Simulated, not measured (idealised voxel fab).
Module name: voxel local oxidation (process module)
Cross-sectional view cut (width: 255 nm; square cell size: 5 nm).
Cross-sections here: square-cell grids, written as top-down lists of bands, a band being one or more rows of cells. Band: top and bottom heights (nm) first, top before bottom; then materials from left to right, widths in nm. "full width" marks a sole material filling the band edge to edge. "blank" denotes empty space. Heights are measured from 0, the level below which the as-received wafer is all one material; the lowest band has no bottom and continues downward, written as in "z 0 and below". With a width like "30 to 40", each row of cells in the band differs from the next by the same amount, the top row carrying the first number and the bottom row the second. For the purposes of this document, the phrase "remained unchanged" attached to a step denotes that no cell within the cross-section was modified by that step. For the entry "Closed cavities", the listed items are empty spaces with no open way to the top whose size is 8 cells or more; each item follows the pattern width x height at distance, where distance is from the left edge and all three are in nm. Formally, on a step line, whatever follows the settings is a remark that the simulator itself makes on the step. overlay nm, on a step with a mask: how far to the right of its planned place the mask lay; to the left if negative.
# The following list gives the planned process steps
1 RECEIVE [material Si]
2 CONFORMAL_DEP [material SiO2] [thk nm 5]
3 CONFORMAL_DEP [material SiN] [thk nm 15]
4 PATTERN [tone cover] [mask id ACTIVE] [material resist] [width nm 85] [thk nm 20] [overlay nm 0]
5 DIRECTIONAL_ETCH [etch materials SiN] [depth nm 15]
6 STRIP [etch materials resist]
7 SELECTIVE_ETCH [etch materials SiO2] [depth nm 5]
8 OXIDIZE [depth nm 10]
9 STRIP [etch materials SiN]
Where the wafers of this document differ is in the width nm of step 4; they start out the same, and the plan states the value that applied to the first wafer.
# Step 1 complete: as-received cross-section of the first of several wafers
- z 0 and below | Si full width
- Closed cavities: none
# Table: wafers, a row each; end-of-module cell change per material since receipt, gain (+), loss (-); then closed voids
width nm 85 | -80 Si | +95 SiO2 | Closed cavities: none
width nm 90 | -78 Si | +94 SiO2 | Closed cavities: none
width nm 95 | -76 Si | +93 SiO2 | Closed cavities: none
width nm 100 | -74 Si | +92 SiO2 | Closed cavities: none
width nm 105 | -72 Si | +91 SiO2 | Closed cavities: none
width nm 110 | -70 Si | +90 SiO2 | Closed cavities: none
